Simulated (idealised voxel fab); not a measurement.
A process module follows: voxel wiring stack.
Displayed cross-section: cut, width of 195 nm, square cells sized 5 nm.
Bands, listed from the top down, are how a cross-section gets written in this document; the cross-section itself is a grid of square cells, and a band is one or more rows of them.
Band: top height; bottom height; in nm. Then, left to right: material with width in nm, for each material. "throughout": a single material spanning edge to edge. "blank": empty space.
We count height from 0. Below that, the starting wafer is all one material. The lowest band never ends at the bottom but goes on down; see "from 0 down" for how that is written.
Graded width ("30..40"): value in top row of band = first number; value in bottom row = second number; row-to-row change constant.
Basically "nothing changed" means that step didn't change any cell in the cross-section.
In "Cavities, closed" the enclosed voids are listed, meaning empty spaces of 8 cells or larger without any opening to the top. The form is width x height at distance, distance from the left edge, units nm.
Past the settings on a step's line: simulator remark, on that step.
overlay nm: mask right of planned place by this much (step with mask). Neg. = left.
Reading guide: pairs of cross-sections, before and after one process step; after view cut off at lowest changed band; step and settings listed under each pair. Pairs may stem from different runs of this module on the same starting wafer; continuity with the pair above only where the "Pre-processing view" entry states it.
### Pre-processing view
from 100 to 90: 40 lowk / 15 blank / 30 lowk / 15 blank / 30 lowk / 15 blank / 50 lowk
from 90 to 85: 40 SiCN / 15 blank / 30 SiCN / 15 blank / 30 SiCN / 15 blank / 50 SiCN
from 85 to 75: 40 SiO2 / 5 TiN / 20 Cu / 5 TiN / 15 SiO2 / 5 TiN / 20 Cu / 5 TiN / 15 SiO2 / 5 TiN / 20 Cu / 5 TiN / 35 SiO2
from 75 to 70: 40 SiO2 / 5 TiN / 5 Cu / 20 TiN / 15 SiO2 / 30 TiN / 15 SiO2 / 5 TiN / 5 Cu / 20 TiN / 35 SiO2
from 70 to 55: 40 SiO2 / 5 TiN / 5 Cu / 5 TiN / 75 SiO2 / 5 TiN / 5 Cu / 5 TiN / 50 SiO2
from 55 to 50: 40 SiCN / 15 TiN / 75 SiCN / 15 TiN / 50 SiCN
from 50 to 45: 35 SiCN / 35 Ru / 10 SiCN / 35 Ru / 10 SiCN / 35 Ru / 35 SiCN
from 45 to 20: 40 SiO2 / 5 TiN / 15 Ru / 5 TiN / 20 SiO2 / 5 TiN / 15 Ru / 5 TiN / 20 SiO2 / 5 TiN / 15 Ru / 5 TiN / 40 SiO2
from 20 to 15: 40 SiN / 25 TiN / 20 SiN / 25 TiN / 20 SiN / 25 TiN / 40 SiN
from 15 to 0: SiO2 throughout
from 0 down: Si throughout
Cavities, closed: none
### Resulting Cross-Section
from 105 to 100: 45 TiN / 5 blank / 40 TiN / 5 blank / 40 TiN / 5 blank / 55 TiN
from 100 to 90: 40 lowk / 5 TiN / 5 blank / 5 TiN / 30 lowk / 5 TiN / 5 blank / 5 TiN / 30 lowk / 5 TiN / 5 blank / 5 TiN / 50 lowk
from 90 to 85: 40 SiCN / 15 TiN / 30 SiCN / 15 TiN / 30 SiCN / 15 TiN / 50 SiCN
Under the height 85 nothing was changed.
Cavities, closed: none
The cross-sections above show the structure before and after this step: CONFORMAL_DEP [material TiN] [thk nm 5]
Pre-processing view: no separate figure, the pair right above already shows it after its step.
### Resulting Cross-Section
from 115 to 105: Ru throughout
from 105 to 100: 45 TiN / 5 Ru / 40 TiN / 5 Ru / 40 TiN / 5 Ru / 55 TiN
from 100 to 90: 40 lowk / 5 TiN / 5 Ru / 5 TiN / 30 lowk / 5 TiN / 5 Ru / 5 TiN / 30 lowk / 5 TiN / 5 Ru / 5 TiN / 50 lowk
Under the height 90 nothing was changed.
Cavities, closed: none
The cross-sections above show the structure before and after this step: FILL_DEP [material Ru] [thk nm 10]
Pre-processing view: no separate figure, the pair right above already shows it after its step.
### Resulting Cross-Section
from 100 to 90: 40 lowk / 5 TiN / 5 Ru / 5 TiN / 30 lowk / 5 TiN / 5 Ru / 5 TiN / 30 lowk / 5 TiN / 5 Ru / 5 TiN / 50 lowk
Under the height 90 nothing was changed.
Cavities, closed: none
The cross-sections above show the structure before and after this step: CMP [height nm 100]
Pre-processing view: no separate figure, the pair right above already shows it after its step.
### Resulting Cross-Section
from 105 to 100: TiN throughout
Under the height 100 nothing was changed.
Cavities, closed: none
The cross-sections above show the structure before and after this step: DIRECTIONAL_DEP [material TiN] [thk nm 5]
Pre-processing view: no separate figure, the pair right above already shows it after its step.
### Resulting Cross-Section
from 120 to 105: W throughout
Under the height 105 nothing was changed.
Cavities, closed: none
The cross-sections above show the structure before and after this step: DIRECTIONAL_DEP [material W] [thk nm 15]
Pre-processing view: no separate figure, the pair right above already shows it after its step.
### Resulting Cross-Section
from 120 to 105: 40 blank / 25 W / 20 blank / 25 W / 20 blank / 25 W / 40 blank
Under the height 105 nothing was changed.
Cavities, closed: none
The cross-sections above show the structure before and after this step: MASKED_ETCH [tone cover] [mask id METAL_3] [width nm 25] [pitch nm 45] [etch materials W] [depth nm 15] [overlay nm 0]
Pre-processing view: no separate figure, the pair right above already shows it after its step.
### Resulting Cross-Section
from 120 to 105: 40 blank / 25 W / 20 blank / 25 W / 20 blank / 25 W / 40 blank
from 105 to 100: 40 blank / 25 TiN / 20 blank / 25 TiN / 20 blank / 25 TiN / 40 blank
Under the height 100 nothing was changed.
Cavities, closed: none
The cross-sections above show the structure before and after this step: MASKED_ETCH [tone cover] [mask id METAL_3] [width nm 25] [pitch nm 45] [etch materials TiN] [depth nm 5] [overlay nm 0]
Pre-processing view: no separate figure, the pair right above already shows it after its step.
### Resulting Cross-Section
from 125 to 120: 35 blank / 35 SiN / 10 blank / 35 SiN / 10 blank / 35 SiN / 35 blank
from 120 to 105: 35 blank / 5 SiN / 25 W / 5 SiN / 10 blank / 5 SiN / 25 W / 5 SiN / 10 blank / 5 SiN / 25 W / 5 SiN / 35 blank
from 105 to 100: 40 SiN / 25 TiN / 20 SiN / 25 TiN / 20 SiN / 25 TiN / 40 SiN
Under the height 100 nothing was changed.
Cavities, closed: none
The cross-sections above show the structure before and after this step: CONFORMAL_DEP [material SiN] [thk nm 5]
Pre-processing view: no separate figure, the pair right above already shows it after its step.
### Resulting Cross-Section
from 130 to 125: lowk throughout
from 125 to 120: 35 lowk / 35 SiN / 10 lowk / 35 SiN / 10 lowk / 35 SiN / 35 lowk
from 120 to 105: 35 lowk / 5 SiN / 25 W / 5 SiN / 10 lowk / 5 SiN / 25 W / 5 SiN / 10 lowk / 5 SiN / 25 W / 5 SiN / 35 lowk
Under the height 105 nothing was changed.
Cavities, closed: none
The cross-sections above show the structure before and after this step: FILL_DEP [material lowk] [thk nm 5]
Pre-processing view: no separate figure, the pair right above already shows it after its step.
### Resulting Cross-Section
from 120 to 105: 35 lowk / 5 SiN / 25 W / 5 SiN / 10 lowk / 5 SiN / 25 W / 5 SiN / 10 lowk / 5 SiN / 25 W / 5 SiN / 35 lowk
Under the height 105 nothing was changed.
Cavities, closed: none
The cross-sections above show the structure before and after this step: CMP [height nm 120]
Pre-processing view: no separate figure, the pair right above already shows it after its step.
### Resulting Cross-Section
from 125 to 120: SiN throughout
Under the height 120 nothing was changed.
Cavities, closed: none
The cross-sections above show the structure before and after this step: CONFORMAL_DEP [material SiN] [thk nm 5]
### Pre-processing view
from 115 to 100: aC throughout
from 100 to 90: lowk throughout
from 90 to 85: SiCN throughout
from 85 to 75: 40 SiO2 / 5 TiN / 15 Cu / 5 TiN / 20 SiO2 / 5 TiN / 15 Cu / 5 TiN / 20 SiO2 / 5 TiN / 15 Cu / 5 TiN / 40 SiO2
from 75 to 70: 40 SiO2 / 5 TiN / 5 Cu / 15 TiN / 20 SiO2 / 25 TiN / 20 SiO2 / 5 TiN / 5 Cu / 15 TiN / 40 SiO2
from 70 to 55: 40 SiO2 / 5 TiN / 5 Cu / 5 TiN / 75 SiO2 / 5 TiN / 5 Cu / 5 TiN / 50 SiO2
from 55 to 50: 40 SiCN / 15 TiN / 75 SiCN / 15 TiN / 50 SiCN
from 50 to 45: 35 SiCN / 35 Ru / 10 SiCN / 35 Ru / 10 SiCN / 35 Ru / 35 SiCN
from 45 to 20: 40 SiO2 / 5 TiN / 15 Ru / 5 TiN / 20 SiO2 / 5 TiN / 15 Ru / 5 TiN / 20 SiO2 / 5 TiN / 15 Ru / 5 TiN / 40 SiO2
from 20 to 15: 40 SiN / 25 TiN / 20 SiN / 25 TiN / 20 SiN / 25 TiN / 40 SiN
from 15 to 0: SiO2 throughout
from 0 down: Si throughout
Cavities, closed: none
### Resulting Cross-Section
from 145 to 115: 45 resist / 15 blank / 30 resist / 15 blank / 30 resist / 15 blank / 45 resist
Under the height 115 nothing was changed.
Cavities, closed: none
The cross-sections above show the structure before and after this step: PATTERN [tone open] [mask id PLUG_2] [material resist] [width nm 15] [pitch nm 45] [thk nm 30] [overlay nm 5]
Pre-processing view: no separate figure, the pair right above already shows it after its step.
### Resulting Cross-Section
from 130 to 115: 45 resist / 15 blank / 30 resist / 15 blank / 30 resist / 15 blank / 45 resist
from 115 to 100: 45 aC / 15 blank / 30 aC / 15 blank / 30 aC / 15 blank / 45 aC
Under the height 100 nothing was changed.
Cavities, closed: none
The cross-sections above show the structure before and after this step: DIRECTIONAL_ETCH [etch materials aC] [depth nm 15]
Pre-processing view: no separate figure, the pair right above already shows it after its step.
### Resulting Cross-Section
from 115 to 100: 45 aC / 15 blank / 30 aC / 15 blank / 30 aC / 15 blank / 45 aC
Under the height 100 nothing was changed.
Cavities, closed: none
The cross-sections above show the structure before and after this step: STRIP [etch materials resist]
Pre-processing view: no separate figure, the pair right above already shows it after its step.
### Resulting Cross-Section
from 115 to 100: 45 aC / 15 blank / 30 aC / 15 blank / 30 aC / 15 blank / 45 aC
from 100 to 90: 45 lowk / 15 blank / 30 lowk / 15 blank / 30 lowk / 15 blank / 45 lowk
Under the height 90 nothing was changed.
Cavities, closed: none
The cross-sections above show the structure before and after this step: DIRECTIONAL_ETCH [etch materials lowk] [depth nm 10]
Pre-processing view: no separate figure, the pair right above already shows it after its step.
### Resulting Cross-Section
from 115 to 100: 45 aC / 15 blank / 30 aC / 15 blank / 30 aC / 15 blank / 45 aC
from 100 to 90: 45 lowk / 15 blank / 30 lowk / 15 blank / 30 lowk / 15 blank / 45 lowk
from 90 to 85: 45 SiCN / 15 blank / 30 SiCN / 15 blank / 30 SiCN / 15 blank / 45 SiCN
Under the height 85 nothing was changed.
Cavities, closed: none
The cross-sections above show the structure before and after this step: DIRECTIONAL_ETCH [etch materials SiCN] [depth nm 5]
Pre-processing view: no separate figure, the pair right above already shows it after its step.
### Resulting Cross-Section
from 100 to 90: 45 lowk / 15 blank / 30 lowk / 15 blank / 30 lowk / 15 blank / 45 lowk
Under the height 90 nothing was changed.
Cavities, closed: none
The cross-sections above show the structure before and after this step: STRIP [etch materials aC]
Pre-processing view: no separate figure, the pair right above already shows it after its step.
### Resulting Cross-Section
from 105 to 100: 50 TiN / 5 blank / 40 TiN / 5 blank / 40 TiN / 5 blank / 50 TiN
from 100 to 90: 45 lowk / 5 TiN / 5 blank / 5 TiN / 30 lowk / 5 TiN / 5 blank / 5 TiN / 30 lowk / 5 TiN / 5 blank / 5 TiN / 45 lowk
from 90 to 85: 45 SiCN / 15 TiN / 30 SiCN / 15 TiN / 30 SiCN / 15 TiN / 45 SiCN
Under the height 85 nothing was changed.
Cavities, closed: none
The cross-sections above show the structure before and after this step: CONFORMAL_DEP [material TiN] [thk nm 5]
Pre-processing view: no separate figure, the pair right above already shows it after its step.
### Resulting Cross-Section
from 115 to 105: Ru throughout
from 105 to 100: 50 TiN / 5 Ru / 40 TiN / 5 Ru / 40 TiN / 5 Ru / 50 TiN
from 100 to 90: 45 lowk / 5 TiN / 5 Ru / 5 TiN / 30 lowk / 5 TiN / 5 Ru / 5 TiN / 30 lowk / 5 TiN / 5 Ru / 5 TiN / 45 lowk
Under the height 90 nothing was changed.
Cavities, closed: none
The cross-sections above show the structure before and after this step: FILL_DEP [material Ru] [thk nm 10]
Pre-processing view: no separate figure, the pair right above already shows it after its step.
### Resulting Cross-Section
from 100 to 90: 45 lowk / 5 TiN / 5 Ru / 5 TiN / 30 lowk / 5 TiN / 5 Ru / 5 TiN / 30 lowk / 5 TiN / 5 Ru / 5 TiN / 45 lowk
Under the height 90 nothing was changed.
Cavities, closed: none
The cross-sections above show the structure before and after this step: CMP [height nm 100]
Pre-processing view: no separate figure, the pair right above already shows it after its step.
### Resulting Cross-Section
from 105 to 100: TiN throughout
Under the height 100 nothing was changed.
Cavities, closed: none
The cross-sections above show the structure before and after this step: DIRECTIONAL_DEP [material TiN] [thk nm 5]
Pre-processing view: no separate figure, the pair right above already shows it after its step.
### Resulting Cross-Section
from 120 to 105: W throughout
Under the height 105 nothing was changed.
Cavities, closed: none
The cross-sections above show the structure before and after this step: DIRECTIONAL_DEP [material W] [thk nm 15]
Pre-processing view: no separate figure, the pair right above already shows it after its step.
### Resulting Cross-Section
from 120 to 105: 40 blank / 25 W / 20 blank / 25 W / 20 blank / 25 W / 40 blank
Under the height 105 nothing was changed.
Cavities, closed: none
The cross-sections above show the structure before and after this step: MASKED_ETCH [tone cover] [mask id METAL_3] [width nm 25] [pitch nm 45] [etch materials W] [depth nm 15] [overlay nm 0]
Pre-processing view: no separate figure, the pair right above already shows it after its step.
### Resulting Cross-Section
from 120 to 105: 40 blank / 25 W / 20 blank / 25 W / 20 blank / 25 W / 40 blank
from 105 to 100: 40 blank / 25 TiN / 20 blank / 25 TiN / 20 blank / 25 TiN / 40 blank
Under the height 100 nothing was changed.
Cavities, closed: none
The cross-sections above show the structure before and after this step: MASKED_ETCH [tone cover] [mask id METAL_3] [width nm 25] [pitch nm 45] [etch materials TiN] [depth nm 5] [overlay nm 0]
Pre-processing view: no separate figure, the pair right above already shows it after its step.
### Resulting Cross-Section
from 125 to 120: 35 blank / 35 SiN / 10 blank / 35 SiN / 10 blank / 35 SiN / 35 blank
from 120 to 105: 35 blank / 5 SiN / 25 W / 5 SiN / 10 blank / 5 SiN / 25 W / 5 SiN / 10 blank / 5 SiN / 25 W / 5 SiN / 35 blank
from 105 to 100: 40 SiN / 25 TiN / 20 SiN / 25 TiN / 20 SiN / 25 TiN / 40 SiN
Under the height 100 nothing was changed.
Cavities, closed: none
The cross-sections above show the structure before and after this step: CONFORMAL_DEP [material SiN] [thk nm 5]
Pre-processing view: no separate figure, the pair right above already shows it after its step.
### Resulting Cross-Section
from 130 to 125: lowk throughout
from 125 to 120: 35 lowk / 35 SiN / 10 lowk / 35 SiN / 10 lowk / 35 SiN / 35 lowk
from 120 to 105: 35 lowk / 5 SiN / 25 W / 5 SiN / 10 lowk / 5 SiN / 25 W / 5 SiN / 10 lowk / 5 SiN / 25 W / 5 SiN / 35 lowk
Under the height 105 nothing was changed.
Cavities, closed: none
The cross-sections above show the structure before and after this step: FILL_DEP [material lowk] [thk nm 5]
Pre-processing view: no separate figure, the pair right above already shows it after its step.
### Resulting Cross-Section
from 120 to 105: 35 lowk / 5 SiN / 25 W / 5 SiN / 10 lowk / 5 SiN / 25 W / 5 SiN / 10 lowk / 5 SiN / 25 W / 5 SiN / 35 lowk
Under the height 105 nothing was changed.
Cavities, closed: none
The cross-sections above show the structure before and after this step: CMP [height nm 120]
Pre-processing view: no separate figure, the pair right above already shows it after its step.
### Resulting Cross-Section
from 125 to 120: SiN throughout
Under the height 120 nothing was changed.
Cavities, closed: none
The cross-sections above show the structure before and after this step: CONFORMAL_DEP [material SiN] [thk nm 5]
### Pre-processing view
from 100 to 90: 40 lowk / 5 TiN / 5 Ru / 5 TiN / 30 lowk / 5 TiN / 5 Ru / 5 TiN / 30 lowk / 5 TiN / 5 Ru / 5 TiN / 50 lowk
from 90 to 85: 40 SiCN / 15 TiN / 30 SiCN / 15 TiN / 30 SiCN / 15 TiN / 50 SiCN
from 85 to 75: 40 SiO2 / 5 TiN / 15 Cu / 5 TiN / 20 SiO2 / 5 TiN / 15 Cu / 5 TiN / 20 SiO2 / 5 TiN / 15 Cu / 5 TiN / 40 SiO2
from 75 to 70: 40 SiO2 / 5 TiN / 5 Cu / 15 TiN / 20 SiO2 / 25 TiN / 20 SiO2 / 5 TiN / 5 Cu / 15 TiN / 40 SiO2
from 70 to 55: 40 SiO2 / 5 TiN / 5 Cu / 5 TiN / 75 SiO2 / 5 TiN / 5 Cu / 5 TiN / 50 SiO2
from 55 to 50: 40 SiCN / 15 TiN / 75 SiCN / 15 TiN / 50 SiCN
from 50 to 45: 35 SiCN / 35 Ru / 10 SiCN / 35 Ru / 10 SiCN / 35 Ru / 35 SiCN
from 45 to 20: 40 SiO2 / 5 TiN / 15 Ru / 5 TiN / 20 SiO2 / 5 TiN / 15 Ru / 5 TiN / 20 SiO2 / 5 TiN / 15 Ru / 5 TiN / 40 SiO2
from 20 to 15: 40 SiN / 25 TiN / 20 SiN / 25 TiN / 20 SiN / 25 TiN / 40 SiN
from 15 to 0: SiO2 throughout
from 0 down: Si throughout
Cavities, closed: none
### Resulting Cross-Section
from 105 to 100: Cu throughout
Under the height 100 nothing was changed.
Cavities, closed: none
The cross-sections above show the structure before and after this step: DIRECTIONAL_DEP [material Cu] [thk nm 5]
Pre-processing view: no separate figure, the pair right above already shows it after its step.
### Resulting Cross-Section
from 120 to 105: W throughout
Under the height 105 nothing was changed.
Cavities, closed: none
The cross-sections above show the structure before and after this step: DIRECTIONAL_DEP [material W] [thk nm 15]
Pre-processing view: no separate figure, the pair right above already shows it after its step.
### Resulting Cross-Section
from 120 to 105: 40 blank / 25 W / 20 blank / 25 W / 20 blank / 25 W / 40 blank
Under the height 105 nothing was changed.
Cavities, closed: none
The cross-sections above show the structure before and after this step: MASKED_ETCH [tone cover] [mask id METAL_3] [width nm 25] [pitch nm 45] [etch materials W] [depth nm 15] [overlay nm 0]
Pre-processing view: no separate figure, the pair right above already shows it after its step.
### Resulting Cross-Section
from 125 to 120: 35 blank / 35 SiN / 10 blank / 35 SiN / 10 blank / 35 SiN / 35 blank
from 120 to 110: 35 blank / 5 SiN / 25 W / 5 SiN / 10 blank / 5 SiN / 25 W / 5 SiN / 10 blank / 5 SiN / 25 W / 5 SiN / 35 blank
from 110 to 105: 40 SiN / 25 W / 20 SiN / 25 W / 20 SiN / 25 W / 40 SiN
Under the height 105 nothing was changed.
Cavities, closed: none
The cross-sections above show the structure before and after this step: CONFORMAL_DEP [material SiN] [thk nm 5]
Pre-processing view: no separate figure, the pair right above already shows it after its step.
### Resulting Cross-Section
from 130 to 125: lowk throughout
from 125 to 120: 35 lowk / 35 SiN / 10 lowk / 35 SiN / 10 lowk / 35 SiN / 35 lowk
from 120 to 110: 35 lowk / 5 SiN / 25 W / 5 SiN / 10 lowk / 5 SiN / 25 W / 5 SiN / 10 lowk / 5 SiN / 25 W / 5 SiN / 35 lowk
Under the height 110 nothing was changed.
Cavities, closed: none
The cross-sections above show the structure before and after this step: FILL_DEP [material lowk] [thk nm 5]
Pre-processing view: no separate figure, the pair right above already shows it after its step.
### Resulting Cross-Section
from 120 to 110: 35 lowk / 5 SiN / 25 W / 5 SiN / 10 lowk / 5 SiN / 25 W / 5 SiN / 10 lowk / 5 SiN / 25 W / 5 SiN / 35 lowk
Under the height 110 nothing was changed.
Cavities, closed: none
The cross-sections above show the structure before and after this step: CMP [height nm 120]
Pre-processing view: no separate figure, the pair right above already shows it after its step.
### Resulting Cross-Section
from 125 to 120: SiN throughout
Under the height 120 nothing was changed.
Cavities, closed: none
The cross-sections above show the structure before and after this step: CONFORMAL_DEP [material SiN] [thk nm 5]
### Pre-processing view
from 120 to 105: W throughout
from 105 to 100: TiN throughout
from 100 to 90: 40 lowk / 5 TiN / 5 Ru / 5 TiN / 30 lowk / 5 TiN / 5 Ru / 5 TiN / 30 lowk / 5 TiN / 5 Ru / 5 TiN / 50 lowk
from 90 to 85: 40 SiCN / 15 TiN / 30 SiCN / 15 TiN / 30 SiCN / 15 TiN / 50 SiCN
from 85 to 75: 40 SiO2 / 5 TiN / 15 Cu / 5 TiN / 20 SiO2 / 5 TiN / 15 Cu / 5 TiN / 20 SiO2 / 5 TiN / 15 Cu / 5 TiN / 40 SiO2
from 75 to 70: 40 SiO2 / 5 TiN / 5 Cu / 15 TiN / 20 SiO2 / 25 TiN / 20 SiO2 / 5 TiN / 5 Cu / 15 TiN / 40 SiO2
from 70 to 55: 40 SiO2 / 5 TiN / 5 Cu / 5 TiN / 75 SiO2 / 5 TiN / 5 Cu / 5 TiN / 50 SiO2
from 55 to 50: 40 SiCN / 15 TiN / 75 SiCN / 15 TiN / 50 SiCN
from 50 to 45: 35 SiCN / 35 Ru / 10 SiCN / 35 Ru / 10 SiCN / 35 Ru / 35 SiCN
from 45 to 20: 40 SiO2 / 5 TiN / 15 Ru / 5 TiN / 20 SiO2 / 5 TiN / 15 Ru / 5 TiN / 20 SiO2 / 5 TiN / 15 Ru / 5 TiN / 40 SiO2
from 20 to 15: 40 SiN / 25 TiN / 20 SiN / 25 TiN / 20 SiN / 25 TiN / 40 SiN
from 15 to 0: SiO2 throughout
from 0 down: Si throughout
Cavities, closed: none
### Resulting Cross-Section
from 120 to 105: 40 W / 25 blank / 20 W / 25 blank / 20 W / 25 blank / 40 W
Under the height 105 nothing was changed.
Cavities, closed: none
The cross-sections above show the structure before and after this step: MASKED_ETCH [tone open] [mask id METAL_3] [width nm 25] [pitch nm 45] [etch materials W] [depth nm 15] [overlay nm 0]
Pre-processing view: no separate figure, the pair right above already shows it after its step.
### Resulting Cross-Section
from 125 to 120: 45 SiN / 15 blank / 30 SiN / 15 blank / 30 SiN / 15 blank / 45 SiN
from 120 to 110: 40 W / 5 SiN / 15 blank / 5 SiN / 20 W / 5 SiN / 15 blank / 5 SiN / 20 W / 5 SiN / 15 blank / 5 SiN / 40 W
from 110 to 105: 40 W / 25 SiN / 20 W / 25 SiN / 20 W / 25 SiN / 40 W
Under the height 105 nothing was changed.
Cavities, closed: none
The cross-sections above show the structure before and after this step: CONFORMAL_DEP [material SiN] [thk nm 5]
Pre-processing view: no separate figure, the pair right above already shows it after its step.
### Resulting Cross-Section
from 130 to 125: lowk throughout
from 125 to 120: 45 SiN / 15 lowk / 30 SiN / 15 lowk / 30 SiN / 15 lowk / 45 SiN
from 120 to 110: 40 W / 5 SiN / 15 lowk / 5 SiN / 20 W / 5 SiN / 15 lowk / 5 SiN / 20 W / 5 SiN / 15 lowk / 5 SiN / 40 W
Under the height 110 nothing was changed.
Cavities, closed: none
The cross-sections above show the structure before and after this step: FILL_DEP [material lowk] [thk nm 5]
Pre-processing view: no separate figure, the pair right above already shows it after its step.
### Resulting Cross-Section
from 120 to 110: 40 W / 5 SiN / 15 lowk / 5 SiN / 20 W / 5 SiN / 15 lowk / 5 SiN / 20 W / 5 SiN / 15 lowk / 5 SiN / 40 W
Under the height 110 nothing was changed.
Cavities, closed: none
The cross-sections above show the structure before and after this step: CMP [height nm 120]
Pre-processing view: no separate figure, the pair right above already shows it after its step.
### Resulting Cross-Section
from 125 to 120: SiN throughout
Under the height 120 nothing was changed.
Cavities, closed: none
The cross-sections above show the structure before and after this step: CONFORMAL_DEP [material SiN] [thk nm 5]
